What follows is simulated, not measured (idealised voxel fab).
process module | voxel transistor to metal
cross-section cut | 215 nm wide | cells 5 nm
A cross-section is a grid of square cells, given in bands from the top down. A band is one or more rows of cells.
Each band's line starts with the height of the band's top and of its bottom, in nm. Then come its materials from left to right, each with its width in nm. One material with "throughout" fills the band from edge to edge. "air" is empty space.
Height 0 is the level under which the wafer as received is all one material. The lowest band goes on downwards, as in "0 down".
A width such as "30 to 40" changes by the same amount from each row of cells to the next, from the band's top row to its bottom row.
"no change" after a step means that no cell of the cross-section changed.
closed voids: empty space of 8 cells or more with no open way to the top, each as width x height at its distance from the left edge, in nm
after a step's settings: what the simulator itself notes on the step
overlay nm, on a step with a mask: how far to the right of its planned place the mask lay; to the left if negative
plan
1 op RECEIVE | material Si
2 op OXIDIZE | depth nm 5
3 op CONFORMAL_DEP | material SiN | thk nm 15
4 op MASKED_ETCH | tone cover | mask id ACTIVE | width nm 95 | etch materials SiN | depth nm 15 | overlay nm 0
5 op MASKED_ETCH | tone cover | mask id ACTIVE | width nm 95 | etch materials SiO2 | depth nm 5 | overlay nm 0
6 op MASKED_ETCH | tone cover | mask id ACTIVE | width nm 95 | etch materials Si | depth nm 35 | overlay nm 0
7 op OXIDIZE | depth nm 5
8 op FILL_DEP | material SiO2 | thk nm 10
9 op CMP | height nm 15
10 op SELECTIVE_ETCH | etch materials SiO2 | depth nm 5
11 op STRIP | etch materials SiN
12 op SELECTIVE_ETCH | etch materials SiO2 | depth nm 5
13 op OXIDIZE | depth nm 5
14 op DIRECTIONAL_DEP | material polySi | thk nm 30
15 op DIRECTIONAL_DEP | material SiCN | thk nm 15
16 op MASKED_ETCH | tone cover | mask id GATE | width nm 15 | etch materials SiCN | depth nm 25 | overlay nm 0
17 op MASKED_ETCH | tone cover | mask id GATE | width nm 15 | etch materials polySi | depth nm 40 | overlay nm 0
18 op CONFORMAL_DEP | material SiO2 | thk nm 5
19 op DIRECTIONAL_ETCH | etch materials SiO2 | depth nm 5
20 op CONFORMAL_DEP | material SiN | thk nm 5
21 op DIRECTIONAL_ETCH | etch materials SiN | depth nm 5
22 op DIRECTIONAL_ETCH | etch materials SiO2 | depth nm 5
23 op DIRECTIONAL_ETCH | etch materials Si | depth nm 15
24 op EPI | material SiGe | thk nm 20
25 op FILL_DEP | material SiO2 | thk nm 10
26 op CMP | height nm 40
27 op DIRECTIONAL_DEP | material SiO2 | thk nm 15
28 op MASKED_ETCH | tone open | mask id CONTACT | width nm 25 | pitch nm 50 | etch materials SiO2 | depth nm 45 | overlay nm 0
29 op CONFORMAL_DEP | material TiN | thk nm 5
30 op FILL_DEP | material Ru | thk nm 10
31 op CMP | height nm 55
32 op CONFORMAL_DEP | material SiN | thk nm 5
33 op DIRECTIONAL_DEP | material lowk | thk nm 15
34 op PATTERN | tone open | mask id METAL_1 | material resist | width nm 15 | pitch nm 60 | thk nm 20 | overlay nm 0
35 op DIRECTIONAL_ETCH | etch materials lowk | depth nm 15
36 op DIRECTIONAL_ETCH | etch materials SiN | depth nm 5
37 op STRIP | etch materials resist
38 op CONFORMAL_DEP | material TiN | thk nm 5
39 op FILL_DEP | material W | thk nm 5
40 op CMP | height nm 75
41 op EPI | material Ru | thk nm 5
42 op FILL_DEP | material SiCN | thk nm 5
as received, after step 1
  0 down: Si throughout
  closed voids: none
a wafer at the end: this start, this plan, one mistake
  85 to 80: SiCN throughout
  80 to 75: SiCN 65 | Ru 25 | SiCN 35 | Ru 25 | SiCN 65
  75 to 60: lowk 70 | TiN 5 | W 5 | TiN 5 | lowk 45 | TiN 5 | W 5 | TiN 5 | lowk 70
  60 to 55: SiN 70 | TiN 15 | SiN 45 | TiN 15 | SiN 70
  55 to 45: SiO2 70 | TiN 5 | Ru 15 | TiN 5 | SiO2 25 | TiN 5 | Ru 15 | TiN 5 | SiO2 70
  45 to 40: SiO2 70 | TiN 5 | Ru 10 | TiN 10 | SiO2 25 | TiN 10 | Ru 10 | TiN 5 | SiO2 70
  40 to 30: SiO2 70 | TiN 5 | Ru 10 | TiN 5 | SiN 5 | SiO2 5 | SiCN 15 | SiO2 5 | SiN 5 | TiN 5 | Ru 10 | TiN 5 | SiO2 70
  30 to 20: SiO2 70 | TiN 5 | Ru 10 | TiN 5 | SiN 5 | SiO2 5 | polySi 15 | SiO2 5 | SiN 5 | TiN 5 | Ru 10 | TiN 5 | SiO2 70
  20 to 15: SiO2 70 | TiN 20 | SiN 5 | SiO2 5 | polySi 15 | SiO2 5 | SiN 5 | TiN 20 | SiO2 70
  15 to 5: SiO2 60 | SiGe 30 | SiN 5 | SiO2 5 | polySi 15 | SiO2 5 | SiN 5 | SiGe 30 | SiO2 60
  5 to 0: SiO2 60 | SiGe 5 | SiN 5 | SiGe 20 | SiN 5 | SiO2 5 | polySi 15 | SiO2 5 | SiN 5 | SiGe 20 | SiN 5 | SiGe 5 | SiO2 60
  0 to -5: SiO2 70 | SiGe 20 | SiO2 35 | SiGe 20 | SiO2 70
  -5 to -20: SiO2 65 | Si 5 | SiGe 20 | Si 35 | SiGe 20 | Si 5 | SiO2 65
  -20 to -45: SiO2 65 | Si 85 | SiO2 65
  -45 down: Si throughout
  closed voids: none
what went wrong: steps 11 and 12 were swapped
